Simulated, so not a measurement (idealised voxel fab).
Presented below is a process module, voxel transistor to metal.
Square cell edge 5 nm, section width 280 nm, ID cut.
Just so we're on the same page, the cross-sections are grids of square cells, and they're listed out in bands top to bottom, each band one or more rows deep. Band entry format. Leading values: height of top, height of bottom, nm. Remainder: materials in left-to-right order, each with its width in nm. Special words: "full width" on a single material, which then fills the band edge to edge; "empty", empty space. The reference from which all heights are counted is 0, the level beneath which the as-received wafer is entirely one material; the lowest band, having no lower bound, proceeds downward and is written after the example "top 0, no bottom". You'd read "30 to 40" like this: the band's top row of cells is as wide as the first number, its bottom row is as wide as the second, and going down, every row changes width by the same amount as the row before did. The cross-section has no changed cell in any step marked "changes: none". This entry, "Enclosed void listing", enumerates those empty regions of no fewer than 8 cells that possess no open connection to the top. Each region is reported in the form width x height at distance, the distance being taken from the left edge, with all three quantities expressed in nm. What comes after the settings on a step's line is commentary from the simulator itself on that step. For masked steps, "overlay nm" on the step line gives how far right of plan the mask actually lay; a minus sign means it lay to the left. If you're wondering how to read the rest of this, here's the deal. It's pairs of cross-sections: one from before a process step, one from after it. The after one is only drawn as far down as the lowest band that changed. Right under each pair you'll see which step sits between them and what its settings were. Don't read the pairs as one continuous story, though. They can come from different runs of this module on the same starting wafer, and a pair only carries on from the one above it where its entry headed "Prior state" says so.
[Prior state]
	top 100, bottom 95: Cu full width
	top 95, bottom 90: TiN 25, then Cu 10, then TiN 130, then Cu 10, then TiN 105
	top 90, bottom 80: lowk 20, then TiN 5, then Cu 10, then TiN 5, then lowk 120, then TiN 5, then Cu 10, then TiN 5, then lowk 100
	top 80, bottom 75: lowk 20, then TiN 5, then Cu 5, then TiN 10, then lowk 120, then TiN 5, then Cu 5, then TiN 10, then lowk 100
	top 75, bottom 60: lowk 20, then TiN 5, then Cu 5, then TiN 5, then lowk 125, then TiN 5, then Cu 5, then TiN 5, then lowk 105
	top 60, bottom 55: SiCN 20, then TiN 15, then SiCN 125, then TiN 15, then SiCN 105
	top 55, bottom 50: SiCN 15, then Ru 30, then SiCN 50, then Ru 30, then SiCN 30, then Ru 30, then SiCN 50, then Ru 30, then SiCN 15
	top 50, bottom 30: SiO2 20, then TiN 5, then Cu 10, then TiN 5, then SiO2 60, then TiN 5, then Cu 10, then TiN 5, then SiO2 40, then TiN 5, then Cu 10, then TiN 5, then SiO2 60, then TiN 5, then Cu 10, then TiN 5, then SiO2 20
	top 30, bottom 25: SiN 20, then TiN 20, then SiN 60, then TiN 20, then SiN 40, then TiN 20, then SiN 60, then TiN 20, then SiN 20
	top 25, bottom 10: SiO2 20, then TiN 5, then W 10, then TiN 5, then SiO2 60, then TiN 5, then W 10, then TiN 5, then SiO2 40, then TiN 5, then W 10, then TiN 5, then SiO2 60, then TiN 5, then W 10, then TiN 5, then SiO2 20
	top 10, bottom 0: SiO2 20, then TiN 5, then W 10, then TiN 5, then SiO2 5, then SiN 10, then HfO2 5, then TiN 5, then W 10, then TiN 5, then HfO2 5, then SiN 10, then SiO2 5, then TiN 5, then W 10, then TiN 5, then SiO2 40, then TiN 5, then W 10, then TiN 5, then SiO2 5, then SiN 10, then HfO2 5, then TiN 5, then W 10, then TiN 5, then HfO2 5, then SiN 10, then SiO2 5, then TiN 5, then W 10, then TiN 5, then SiO2 20
	top 0, bottom -5: SiO2 10, then SiN 10, then TiN 10, then W 5, then TiN 5, then SiO2 5, then SiN 10, then HfO2 5, then TiN 20, then HfO2 5, then SiN 10, then SiO2 5, then TiN 5, then W 5, then TiN 10, then SiN 10, then SiO2 20, then SiN 10, then TiN 10, then W 5, then TiN 5, then SiO2 5, then SiN 10, then HfO2 5, then TiN 20, then HfO2 5, then SiN 10, then SiO2 5, then TiN 5, then W 5, then TiN 10, then SiN 10, then SiO2 10
	top -5, bottom -10: SiO2 20, then pSi 5, then TiN 15, then pSi 5, then SiO2 5, then HfO2 40, then SiO2 5, then pSi 5, then TiN 15, then pSi 5, then SiO2 40, then pSi 5, then TiN 15, then pSi 5, then SiO2 5, then HfO2 40, then SiO2 5, then pSi 5, then TiN 15, then pSi 5, then SiO2 20
	top -10, bottom -15: SiO2 15, then Si 5, then pSi 25, then Si 50, then pSi 25, then Si 5, then SiO2 30, then Si 5, then pSi 25, then Si 50, then pSi 25, then Si 5, then SiO2 15
	top -15, bottom -30: SiO2 15, then Si 110, then SiO2 30, then Si 110, then SiO2 15
	top -30, no bottom: Si full width
	Enclosed void listing: none
[Sectional Result]
	top 80, bottom 75: lowk 20, then TiN 5, then Cu 5, then TiN 10, then lowk 120, then TiN 5, then Cu 5, then TiN 10, then lowk 100
	Unchanged below 75.
	Enclosed void listing: none
the step between: CMP, height nm 80
Prior state: carried over from the after image of the pair right above.
[Sectional Result]
	top 85, bottom 80: SiCN full width
	Unchanged below 80.
	Enclosed void listing: none
the step between: CONFORMAL_DEP, material SiCN, thk nm 5
[Prior state]
	top 90, bottom 60: lowk 20, then empty 15, then lowk 125, then empty 15, then lowk 105
	top 60, bottom 55: SiCN full width
	top 55, bottom 50: SiCN 15, then Ru 30, then SiCN 50, then Ru 30, then SiCN 30, then Ru 30, then SiCN 50, then Ru 30, then SiCN 15
	top 50, bottom 30: SiO2 20, then TiN 5, then Cu 10, then TiN 5, then SiO2 60, then TiN 5, then Cu 10, then TiN 5, then SiO2 40, then TiN 5, then Cu 10, then TiN 5, then SiO2 60, then TiN 5, then Cu 10, then TiN 5, then SiO2 20
	top 30, bottom 25: SiN 20, then TiN 20, then SiN 60, then TiN 20, then SiN 40, then TiN 20, then SiN 60, then TiN 20, then SiN 20
	top 25, bottom 10: SiO2 20, then TiN 5, then W 10, then TiN 5, then SiO2 60, then TiN 5, then W 10, then TiN 5, then SiO2 40, then TiN 5, then W 10, then TiN 5, then SiO2 60, then TiN 5, then W 10, then TiN 5, then SiO2 20
	top 10, bottom 0: SiO2 20, then TiN 5, then W 10, then TiN 5, then SiO2 5, then SiN 10, then HfO2 5, then TiN 5, then W 10, then TiN 5, then HfO2 5, then SiN 10, then SiO2 5, then TiN 5, then W 10, then TiN 5, then SiO2 40, then TiN 5, then W 10, then TiN 5, then SiO2 5, then SiN 10, then HfO2 5, then TiN 5, then W 10, then TiN 5, then HfO2 5, then SiN 10, then SiO2 5, then TiN 5, then W 10, then TiN 5, then SiO2 20
	top 0, bottom -5: SiO2 10, then SiN 10, then TiN 10, then W 5, then TiN 5, then SiO2 5, then SiN 10, then HfO2 5, then TiN 20, then HfO2 5, then SiN 10, then SiO2 5, then TiN 5, then W 5, then TiN 10, then SiN 10, then SiO2 20, then SiN 10, then TiN 10, then W 5, then TiN 5, then SiO2 5, then SiN 10, then HfO2 5, then TiN 20, then HfO2 5, then SiN 10, then SiO2 5, then TiN 5, then W 5, then TiN 10, then SiN 10, then SiO2 10
	top -5, bottom -10: SiO2 20, then pSi 5, then TiN 15, then pSi 5, then SiO2 5, then HfO2 40, then SiO2 5, then pSi 5, then TiN 15, then pSi 5, then SiO2 40, then pSi 5, then TiN 15, then pSi 5, then SiO2 5, then HfO2 40, then SiO2 5, then pSi 5, then TiN 15, then pSi 5, then SiO2 20
	top -10, bottom -15: SiO2 15, then Si 5, then pSi 25, then Si 50, then pSi 25, then Si 5, then SiO2 30, then Si 5, then pSi 25, then Si 50, then pSi 25, then Si 5, then SiO2 15
	top -15, bottom -30: SiO2 15, then Si 110, then SiO2 30, then Si 110, then SiO2 15
	top -30, no bottom: Si full width
	Enclosed void listing: none
[Sectional Result]
	top 105, bottom 90: resist 25, then empty 15, then resist 125, then empty 15, then resist 100
	top 90, bottom 60: lowk 20, then resist 5, then empty 10, then lowk 125, then resist 5, then empty 10, then lowk 105
	Unchanged below 60.
	Enclosed void listing: none
the step between: PATTERN, tone open, mask id METAL_2, material resist, width nm 15, pitch nm 140, thk nm 15, overlay nm 0
Prior state: carried over from the after image of the pair right above.
[Sectional Result]
	top 105, bottom 90: resist 25, then empty 15, then resist 125, then empty 15, then resist 100
	top 90, bottom 75: lowk 20, then resist 5, then empty 15, then lowk 120, then resist 5, then empty 15, then lowk 100
	Unchanged below 75.
	Enclosed void listing: none
the step between: DIRECTIONAL_ETCH, etch materials lowk, depth nm 15
Prior state: carried over from the after image of the pair right above.
[Sectional Result]
	top 105, bottom 90: resist 25, then empty 15, then resist 125, then empty 15, then resist 100
	top 90, bottom 75: lowk 20, then resist 5, then empty 15, then lowk 120, then resist 5, then empty 15, then lowk 100
	top 75, bottom 60: lowk 20, then resist 5, then empty 10, then lowk 125, then resist 5, then empty 10, then lowk 105
	top 60, bottom 55: SiCN 25, then empty 10, then SiCN 130, then empty 10, then SiCN 105
	Unchanged below 55.
	Enclosed void listing: none
the step between: DIRECTIONAL_ETCH, etch materials SiCN, depth nm 5
Prior state: carried over from the after image of the pair right above.
[Sectional Result]
	top 90, bottom 75: lowk 20, then empty 20, then lowk 120, then empty 20, then lowk 100
	top 75, bottom 60: lowk 20, then empty 15, then lowk 125, then empty 15, then lowk 105
	Unchanged below 60.
	Enclosed void listing: none
the step between: STRIP, etch materials resist
Prior state: carried over from the after image of the pair right above.
[Sectional Result]
	top 95, bottom 90: TiN 25, then empty 10, then TiN 130, then empty 10, then TiN 105
	top 90, bottom 80: lowk 20, then TiN 5, then empty 10, then TiN 5, then lowk 120, then TiN 5, then empty 10, then TiN 5, then lowk 100
	top 80, bottom 75: lowk 20, then TiN 5, then empty 5, then TiN 10, then lowk 120, then TiN 5, then empty 5, then TiN 10, then lowk 100
	top 75, bottom 65: lowk 20, then TiN 5, then empty 5, then TiN 5, then lowk 125, then TiN 5, then empty 5, then TiN 5, then lowk 105
	top 65, bottom 60: lowk 20, then TiN 15, then lowk 125, then TiN 15, then lowk 105
	top 60, bottom 55: SiCN 25, then TiN 10, then SiCN 130, then TiN 10, then SiCN 105
	Unchanged below 55.
	Enclosed void listing: none
the step between: CONFORMAL_DEP, material TiN, thk nm 5
Prior state: carried over from the after image of the pair right above.
[Sectional Result]
	top 100, bottom 95: Cu full width
	top 95, bottom 90: TiN 25, then Cu 10, then TiN 130, then Cu 10, then TiN 105
	top 90, bottom 80: lowk 20, then TiN 5, then Cu 10, then TiN 5, then lowk 120, then TiN 5, then Cu 10, then TiN 5, then lowk 100
	top 80, bottom 75: lowk 20, then TiN 5, then Cu 5, then TiN 10, then lowk 120, then TiN 5, then Cu 5, then TiN 10, then lowk 100
	top 75, bottom 65: lowk 20, then TiN 5, then Cu 5, then TiN 5, then lowk 125, then TiN 5, then Cu 5, then TiN 5, then lowk 105
	Unchanged below 65.
	Enclosed void listing: none
the step between: FILL_DEP, material Cu, thk nm 5
Prior state: carried over from the after image of the pair right above.
[Sectional Result]
	top 90, bottom 80: lowk 20, then TiN 5, then Cu 10, then TiN 5, then lowk 120, then TiN 5, then Cu 10, then TiN 5, then lowk 100
	Unchanged below 80.
	Enclosed void listing: none
the step between: CMP, height nm 90
Prior state: carried over from the after image of the pair right above.
[Sectional Result]
	top 95, bottom 90: SiCN full width
	Unchanged below 90.
	Enclosed void listing: none
the step between: CONFORMAL_DEP, material SiCN, thk nm 5
[Prior state]
	top 90, bottom 60: lowk 20, then empty 15, then lowk 125, then empty 15, then lowk 105
	top 60, bottom 55: SiCN full width
	top 55, bottom 50: SiCN 15, then Ru 30, then SiCN 50, then Ru 30, then SiCN 30, then Ru 30, then SiCN 50, then Ru 30, then SiCN 15
	top 50, bottom 30: SiO2 20, then TiN 5, then Cu 10, then TiN 5, then SiO2 60, then TiN 5, then Cu 10, then TiN 5, then SiO2 40, then TiN 5, then Cu 10, then TiN 5, then SiO2 60, then TiN 5, then Cu 10, then TiN 5, then SiO2 20
	top 30, bottom 25: SiN 20, then TiN 20, then SiN 60, then TiN 20, then SiN 40, then TiN 20, then SiN 60, then TiN 20, then SiN 20
	top 25, bottom 10: SiO2 20, then TiN 5, then W 10, then TiN 5, then SiO2 60, then TiN 5, then W 10, then TiN 5, then SiO2 40, then TiN 5, then W 10, then TiN 5, then SiO2 60, then TiN 5, then W 10, then TiN 5, then SiO2 20
	top 10, bottom 0: SiO2 20, then TiN 5, then W 10, then TiN 5, then SiO2 5, then SiN 10, then HfO2 5, then TiN 5, then W 10, then TiN 5, then HfO2 5, then SiN 10, then SiO2 5, then TiN 5, then W 10, then TiN 5, then SiO2 40, then TiN 5, then W 10, then TiN 5, then SiO2 5, then SiN 10, then HfO2 5, then TiN 5, then W 10, then TiN 5, then HfO2 5, then SiN 10, then SiO2 5, then TiN 5, then W 10, then TiN 5, then SiO2 20
	top 0, bottom -5: SiO2 10, then SiN 10, then TiN 10, then W 5, then TiN 5, then SiO2 5, then SiN 10, then HfO2 5, then TiN 20, then HfO2 5, then SiN 10, then SiO2 5, then TiN 5, then W 5, then TiN 10, then SiN 10, then SiO2 20, then SiN 10, then TiN 10, then W 5, then TiN 5, then SiO2 5, then SiN 10, then HfO2 5, then TiN 20, then HfO2 5, then SiN 10, then SiO2 5, then TiN 5, then W 5, then TiN 10, then SiN 10, then SiO2 10
	top -5, bottom -10: SiO2 20, then pSi 5, then TiN 15, then pSi 5, then SiO2 5, then HfO2 40, then SiO2 5, then pSi 5, then TiN 15, then pSi 5, then SiO2 40, then pSi 5, then TiN 15, then pSi 5, then SiO2 5, then HfO2 40, then SiO2 5, then pSi 5, then TiN 15, then pSi 5, then SiO2 20
	top -10, bottom -15: SiO2 15, then Si 5, then pSi 25, then Si 50, then pSi 25, then Si 5, then SiO2 30, then Si 5, then pSi 25, then Si 50, then pSi 25, then Si 5, then SiO2 15
	top -15, bottom -30: SiO2 15, then Si 110, then SiO2 30, then Si 110, then SiO2 15
	top -30, no bottom: Si full width
	Enclosed void listing: none
[Sectional Result]
	top 105, bottom 90: resist 15, then empty 20, then resist 120, then empty 20, then resist 105
	Unchanged below 90.
	Enclosed void listing: none
the step between: PATTERN, tone open, mask id METAL_2, material resist, width nm 20, pitch nm 140, thk nm 15, overlay nm -5
Prior state: carried over from the after image of the pair right above.
[Sectional Result]
	top 105, bottom 90: resist 15, then empty 20, then resist 120, then empty 20, then resist 105
	top 90, bottom 75: lowk 15, then empty 20, then lowk 120, then empty 20, then lowk 105
	Unchanged below 75.
	Enclosed void listing: none
the step between: DIRECTIONAL_ETCH, etch materials lowk, depth nm 15
Prior state: carried over from the after image of the pair right above.
[Sectional Result]
	top 105, bottom 90: resist 15, then empty 20, then resist 120, then empty 20, then resist 105
	top 90, bottom 75: lowk 15, then empty 20, then lowk 120, then empty 20, then lowk 105
	top 75, bottom 60: lowk 20, then empty 15, then lowk 125, then empty 15, then lowk 105
	top 60, bottom 55: SiCN 20, then empty 15, then SiCN 125, then empty 15, then SiCN 105
	Unchanged below 55.
	Enclosed void listing: none
the step between: DIRECTIONAL_ETCH, etch materials SiCN, depth nm 5
Prior state: carried over from the after image of the pair right above.
[Sectional Result]
	top 90, bottom 75: lowk 15, then empty 20, then lowk 120, then empty 20, then lowk 105
	Unchanged below 75.
	Enclosed void listing: none
the step between: STRIP, etch materials resist
Prior state: carried over from the after image of the pair right above.
[Sectional Result]
	top 95, bottom 90: TiN 20, then empty 10, then TiN 130, then empty 10, then TiN 110
	top 90, bottom 80: lowk 15, then TiN 5, then empty 10, then TiN 5, then lowk 120, then TiN 5, then empty 10, then TiN 5, then lowk 105
	top 80, bottom 75: lowk 15, then TiN 10, then empty 5, then TiN 5, then lowk 120, then TiN 10, then empty 5, then TiN 5, then lowk 105
	top 75, bottom 60: lowk 20, then TiN 5, then empty 5, then TiN 5, then lowk 125, then TiN 5, then empty 5, then TiN 5, then lowk 105
	top 60, bottom 55: SiCN 20, then TiN 15, then SiCN 125, then TiN 15, then SiCN 105
	Unchanged below 55.
	Enclosed void listing: none
the step between: CONFORMAL_DEP, material TiN, thk nm 5
Prior state: carried over from the after image of the pair right above.
[Sectional Result]
	top 100, bottom 95: Cu full width
	top 95, bottom 90: TiN 20, then Cu 10, then TiN 130, then Cu 10, then TiN 110
	top 90, bottom 80: lowk 15, then TiN 5, then Cu 10, then TiN 5, then lowk 120, then TiN 5, then Cu 10, then TiN 5, then lowk 105
	top 80, bottom 75: lowk 15, then TiN 10, then Cu 5, then TiN 5, then lowk 120, then TiN 10, then Cu 5, then TiN 5, then lowk 105
	top 75, bottom 60: lowk 20, then TiN 5, then Cu 5, then TiN 5, then lowk 125, then TiN 5, then Cu 5, then TiN 5, then lowk 105
	Unchanged below 60.
	Enclosed void listing: none
the step between: FILL_DEP, material Cu, thk nm 5
Prior state: carried over from the after image of the pair right above.
[Sectional Result]
	top 90, bottom 80: lowk 15, then TiN 5, then Cu 10, then TiN 5, then lowk 120, then TiN 5, then Cu 10, then TiN 5, then lowk 105
	Unchanged below 80.
	Enclosed void listing: none
the step between: CMP, height nm 90
Prior state: carried over from the after image of the pair right above.
[Sectional Result]
	top 95, bottom 90: SiCN full width
	Unchanged below 90.
	Enclosed void listing: none
the step between: CONFORMAL_DEP, material SiCN, thk nm 5
[Prior state]
	top 25, bottom 10: SiO2 20, then empty 20, then SiO2 60, then empty 20, then SiO2 40, then empty 20, then SiO2 60, then empty 20, then SiO2 20
	top 10, bottom 0: SiO2 20, then empty 20, then SiO2 5, then SiN 10, then HfO2 5, then TiN 5, then W 10, then TiN 5, then HfO2 5, then SiN 10, then SiO2 5, then empty 20, then SiO2 40, then empty 20, then SiO2 5, then SiN 10, then HfO2 5, then TiN 5, then W 10, then TiN 5, then HfO2 5, then SiN 10, then SiO2 5, then empty 20, then SiO2 20
	top 0, bottom -5: SiO2 10, then SiN 10, then empty 20, then SiO2 5, then SiN 10, then HfO2 5, then TiN 20, then HfO2 5, then SiN 10, then SiO2 5, then empty 20, then SiN 10, then SiO2 20, then SiN 10, then empty 20, then SiO2 5, then SiN 10, then HfO2 5, then TiN 20, then HfO2 5, then SiN 10, then SiO2 5, then empty 20, then SiN 10, then SiO2 10
	top -5, bottom -10: SiO2 20, then pSi 5, then empty 15, then pSi 5, then SiO2 5, then HfO2 40, then SiO2 5, then pSi 5, then empty 15, then pSi 5, then SiO2 40, then pSi 5, then empty 15, then pSi 5, then SiO2 5, then HfO2 40, then SiO2 5, then pSi 5, then empty 15, then pSi 5, then SiO2 20
	top -10, bottom -15: SiO2 15, then Si 5, then pSi 25, then Si 50, then pSi 25, then Si 5, then SiO2 30, then Si 5, then pSi 25, then Si 50, then pSi 25, then Si 5, then SiO2 15
	top -15, bottom -30: SiO2 15, then Si 110, then SiO2 30, then Si 110, then SiO2 15
	top -30, no bottom: Si full width
	Enclosed void listing: none
[Sectional Result]
	top 30, bottom 25: Ru 25, then empty 10, then Ru 70, then empty 10, then Ru 50, then empty 10, then Ru 70, then empty 10, then Ru 25
	top 25, bottom 10: SiO2 20, then Ru 5, then empty 10, then Ru 5, then SiO2 60, then Ru 5, then empty 10, then Ru 5, then SiO2 40, then Ru 5, then empty 10, then Ru 5, then SiO2 60, then Ru 5, then empty 10, then Ru 5, then SiO2 20
	top 10, bottom 0: SiO2 20, then Ru 5, then empty 10, then Ru 5, then SiO2 5, then SiN 10, then HfO2 5, then TiN 5, then W 10, then TiN 5, then HfO2 5, then SiN 10, then SiO2 5, then Ru 5, then empty 10, then Ru 5, then SiO2 40, then Ru 5, then empty 10, then Ru 5, then SiO2 5, then SiN 10, then HfO2 5, then TiN 5, then W 10, then TiN 5, then HfO2 5, then SiN 10, then SiO2 5, then Ru 5, then empty 10, then Ru 5, then SiO2 20
	top 0, bottom -5: SiO2 10, then SiN 10, then Ru 10, then empty 5, then Ru 5, then SiO2 5, then SiN 10, then HfO2 5, then TiN 20, then HfO2 5, then SiN 10, then SiO2 5, then Ru 5, then empty 5, then Ru 10, then SiN 10, then SiO2 20, then SiN 10, then Ru 10, then empty 5, then Ru 5, then SiO2 5, then SiN 10, then HfO2 5, then TiN 20, then HfO2 5, then SiN 10, then SiO2 5, then Ru 5, then empty 5, then Ru 10, then SiN 10, then SiO2 10
	top -5, bottom -10: SiO2 20, then pSi 5, then Ru 15, then pSi 5, then SiO2 5, then HfO2 40, then SiO2 5, then pSi 5, then Ru 15, then pSi 5, then SiO2 40, then pSi 5, then Ru 15, then pSi 5, then SiO2 5, then HfO2 40, then SiO2 5, then pSi 5, then Ru 15, then pSi 5, then SiO2 20
	Unchanged below -10.
	Enclosed void listing: none
the step between: CONFORMAL_DEP, material Ru, thk nm 5
Prior state: carried over from the after image of the pair right above.
[Sectional Result]
	top 40, bottom 30: W full width
	top 30, bottom 25: Ru 25, then W 10, then Ru 70, then W 10, then Ru 50, then W 10, then Ru 70, then W 10, then Ru 25
	top 25, bottom 10: SiO2 20, then Ru 5, then W 10, then Ru 5, then SiO2 60, then Ru 5, then W 10, then Ru 5, then SiO2 40, then Ru 5, then W 10, then Ru 5, then SiO2 60, then Ru 5, then W 10, then Ru 5, then SiO2 20
	top 10, bottom 0: SiO2 20, then Ru 5, then W 10, then Ru 5, then SiO2 5, then SiN 10, then HfO2 5, then TiN 5, then W 10, then TiN 5, then HfO2 5, then SiN 10, then SiO2 5, then Ru 5, then W 10, then Ru 5, then SiO2 40, then Ru 5, then W 10, then Ru 5, then SiO2 5, then SiN 10, then HfO2 5, then TiN 5, then W 10, then TiN 5, then HfO2 5, then SiN 10, then SiO2 5, then Ru 5, then W 10, then Ru 5, then SiO2 20
	top 0, bottom -5: SiO2 10, then SiN 10, then Ru 10, then W 5, then Ru 5, then SiO2 5, then SiN 10, then HfO2 5, then TiN 20, then HfO2 5, then SiN 10, then SiO2 5, then Ru 5, then W 5, then Ru 10, then SiN 10, then SiO2 20, then SiN 10, then Ru 10, then W 5, then Ru 5, then SiO2 5, then SiN 10, then HfO2 5, then TiN 20, then HfO2 5, then SiN 10, then SiO2 5, then Ru 5, then W 5, then Ru 10, then SiN 10, then SiO2 10
	Unchanged below -5.
	Enclosed void listing: none
the step between: FILL_DEP, material W, thk nm 10
Prior state: carried over from the after image of the pair right above.
[Sectional Result]
	top 25, bottom 10: SiO2 20, then Ru 5, then W 10, then Ru 5, then SiO2 60, then Ru 5, then W 10, then Ru 5, then SiO2 40, then Ru 5, then W 10, then Ru 5, then SiO2 60, then Ru 5, then W 10, then Ru 5, then SiO2 20
	Unchanged below 10.
	Enclosed void listing: none
the step between: CMP, height nm 25
Prior state: carried over from the after image of the pair right above.
[Sectional Result]
	top 30, bottom 25: SiN full width
	Unchanged below 25.
	Enclosed void listing: none
the step between: CONFORMAL_DEP, material SiN, thk nm 5
Prior state: carried over from the after image of the pair right above.
[Sectional Result]
	top 50, bottom 30: SiO2 full width
	Unchanged below 30.
	Enclosed void listing: none
the step between: DIRECTIONAL_DEP, material SiO2, thk nm 20
Prior state: carried over from the after image of the pair right above.
[Sectional Result]
	top 65, bottom 50: aC full width
	Unchanged below 50.
	Enclosed void listing: none
the step between: DIRECTIONAL_DEP, material aC, thk nm 15
Prior state: carried over from the after image of the pair right above.
[Sectional Result]
	top 100, bottom 65: resist 20, then empty 20, then resist 60, then empty 20, then resist 40, then empty 20, then resist 60, then empty 20, then resist 20
	Unchanged below 65.
	Enclosed void listing: none
the step between: PATTERN, tone open, mask id METAL_1, material resist, width nm 20, thk nm 35, overlay nm 0
Prior state: carried over from the after image of the pair right above.
[Sectional Result]
	top 85, bottom 65: resist 20, then empty 20, then resist 60, then empty 20, then resist 40, then empty 20, then resist 60, then empty 20, then resist 20
	top 65, bottom 50: aC 20, then empty 20, then aC 60, then empty 20, then aC 40, then empty 20, then aC 60, then empty 20, then aC 20
	Unchanged below 50.
	Enclosed void listing: none
the step between: DIRECTIONAL_ETCH, etch materials aC, depth nm 15
Prior state: carried over from the after image of the pair right above.
[Sectional Result]
	top 65, bottom 50: aC 20, then empty 20, then aC 60, then empty 20, then aC 40, then empty 20, then aC 60, then empty 20, then aC 20
	Unchanged below 50.
	Enclosed void listing: none
the step between: STRIP, etch materials resist
Prior state: carried over from the after image of the pair right above.
[Sectional Result]
	top 65, bottom 50: aC 20, then empty 20, then aC 60, then empty 20, then aC 40, then empty 20, then aC 60, then empty 20, then aC 20
	top 50, bottom 30: SiO2 20, then empty 20, then SiO2 60, then empty 20, then SiO2 40, then empty 20, then SiO2 60, then empty 20, then SiO2 20
	Unchanged below 30.
	Enclosed void listing: none
the step between: DIRECTIONAL_ETCH, etch materials SiO2, depth nm 20
Prior state: carried over from the after image of the pair right above.
[Sectional Result]
	top 65, bottom 50: aC 20, then empty 20, then aC 60, then empty 20, then aC 40, then empty 20, then aC 60, then empty 20, then aC 20
	top 50, bottom 30: SiO2 20, then empty 20, then SiO2 60, then empty 20, then SiO2 40, then empty 20, then SiO2 60, then empty 20, then SiO2 20
	top 30, bottom 25: SiN 20, then empty 20, then SiN 60, then empty 20, then SiN 40, then empty 20, then SiN 60, then empty 20, then SiN 20
	Unchanged below 25.
	Enclosed void listing: none
the step between: DIRECTIONAL_ETCH, etch materials SiN, depth nm 5
Prior state: carried over from the after image of the pair right above.
[Sectional Result]
	top 50, bottom 30: SiO2 20, then empty 20, then SiO2 60, then empty 20, then SiO2 40, then empty 20, then SiO2 60, then empty 20, then SiO2 20
	Unchanged below 30.
	Enclosed void listing: none
the step between: STRIP, etch materials aC
Prior state: carried over from the after image of the pair right above.
[Sectional Result]
	top 55, bottom 50: TiN 25, then empty 10, then TiN 70, then empty 10, then TiN 50, then empty 10, then TiN 70, then empty 10, then TiN 25
	top 50, bottom 30: SiO2 20, then TiN 5, then empty 10, then TiN 5, then SiO2 60, then TiN 5, then empty 10, then TiN 5, then SiO2 40, then TiN 5, then empty 10, then TiN 5, then SiO2 60, then TiN 5, then empty 10, then TiN 5, then SiO2 20
	top 30, bottom 25: SiN 20, then TiN 20, then SiN 60, then TiN 20, then SiN 40, then TiN 20, then SiN 60, then TiN 20, then SiN 20
	Unchanged below 25.
	Enclosed void listing: none
the step between: CONFORMAL_DEP, material TiN, thk nm 5
Prior state: carried over from the after image of the pair right above.
[Sectional Result]
	top 60, bottom 55: Cu full width
	top 55, bottom 50: TiN 25, then Cu 10, then TiN 70, then Cu 10, then TiN 50, then Cu 10, then TiN 70, then Cu 10, then TiN 25
	top 50, bottom 30: SiO2 20, then TiN 5, then Cu 10, then TiN 5, then SiO2 60, then TiN 5, then Cu 10, then TiN 5, then SiO2 40, then TiN 5, then Cu 10, then TiN 5, then SiO2 60, then TiN 5, then Cu 10, then TiN 5, then SiO2 20
	Unchanged below 30.
	Enclosed void listing: none
the step between: FILL_DEP, material Cu, thk nm 5
Prior state: carried over from the after image of the pair right above.
[Sectional Result]
	top 50, bottom 30: SiO2 20, then TiN 5, then Cu 10, then TiN 5, then SiO2 60, then TiN 5, then Cu 10, then TiN 5, then SiO2 40, then TiN 5, then Cu 10, then TiN 5, then SiO2 60, then TiN 5, then Cu 10, then TiN 5, then SiO2 20
	Unchanged below 30.
	Enclosed void listing: none
the step between: CMP, height nm 50
Prior state: carried over from the after image of the pair right above.
[Sectional Result]
	top 55, bottom 50: empty 15, then Ru 30, then empty 50, then Ru 30, then empty 30, then Ru 30, then empty 50, then Ru 30, then empty 15
	Unchanged below 50.
	Enclosed void listing: none
the step between: EPI, material Ru, thk nm 5
Prior state: carried over from the after image of the pair right above.
[Sectional Result]
	top 60, bottom 55: SiCN full width
	top 55, bottom 50: SiCN 15, then Ru 30, then SiCN 50, then Ru 30, then SiCN 30, then Ru 30, then SiCN 50, then Ru 30, then SiCN 15
	Unchanged below 50.
	Enclosed void listing: none
the step between: FILL_DEP, material SiCN, thk nm 5
Prior state: carried over from the after image of the pair right above.
[Sectional Result]
	top 90, bottom 60: lowk full width
	Unchanged below 60.
	Enclosed void listing: none
the step between: DIRECTIONAL_DEP, material lowk, thk nm 30
Prior state: carried over from the after image of the pair right above.
[Sectional Result]
	top 90, bottom 60: lowk 20, then empty 15, then lowk 125, then empty 15, then lowk 105
	Unchanged below 60.
	Enclosed void listing: none
the step between: MASKED_ETCH, tone open, mask id METAL_2_HOLES, width nm 15, pitch nm 140, etch materials lowk, depth nm 30, overlay nm 0
Prior state: carried over from the after image of the pair right above.
[Sectional Result]
	top 105, bottom 90: resist 20, then empty 20, then resist 120, then empty 20, then resist 100
	Unchanged below 90.
	Enclosed void listing: none
the step between: PATTERN, tone open, mask id METAL_2, material resist, width nm 20, pitch nm 140, thk nm 15, overlay nm 0
Prior state: carried over from the after image of the pair right above.
[Sectional Result]
	top 105, bottom 90: resist 20, then empty 20, then resist 120, then empty 20, then resist 100
	top 90, bottom 75: lowk 20, then empty 20, then lowk 120, then empty 20, then lowk 100
	Unchanged below 75.
	Enclosed void listing: none
the step between: DIRECTIONAL_ETCH, etch materials lowk, depth nm 15
Prior state: carried over from the after image of the pair right above.
[Sectional Result]
	top 105, bottom 90: resist 20, then empty 20, then resist 120, then empty 20, then resist 100
	top 90, bottom 75: lowk 20, then empty 20, then lowk 120, then empty 20, then lowk 100
	top 75, bottom 60: lowk 20, then empty 15, then lowk 125, then empty 15, then lowk 105
	top 60, bottom 55: SiCN 20, then empty 15, then SiCN 125, then empty 15, then SiCN 105
	Unchanged below 55.
	Enclosed void listing: none
the step between: DIRECTIONAL_ETCH, etch materials SiCN, depth nm 5
Prior state: carried over from the after image of the pair right above.
[Sectional Result]
	top 90, bottom 75: lowk 20, then empty 20, then lowk 120, then empty 20, then lowk 100
	Unchanged below 75.
	Enclosed void listing: none
the step between: STRIP, etch materials resist
Prior state: carried over from the after image of the pair right above.
[Sectional Result]
	top 95, bottom 90: TiN 25, then empty 10, then TiN 130, then empty 10, then TiN 105
	top 90, bottom 80: lowk 20, then TiN 5, then empty 10, then TiN 5, then lowk 120, then TiN 5, then empty 10, then TiN 5, then lowk 100
	top 80, bottom 75: lowk 20, then TiN 5, then empty 5, then TiN 10, then lowk 120, then TiN 5, then empty 5, then TiN 10, then lowk 100
	top 75, bottom 60: lowk 20, then TiN 5, then empty 5, then TiN 5, then lowk 125, then TiN 5, then empty 5, then TiN 5, then lowk 105
	top 60, bottom 55: SiCN 20, then TiN 15, then SiCN 125, then TiN 15, then SiCN 105
	Unchanged below 55.
	Enclosed void listing: none
the step between: CONFORMAL_DEP, material TiN, thk nm 5
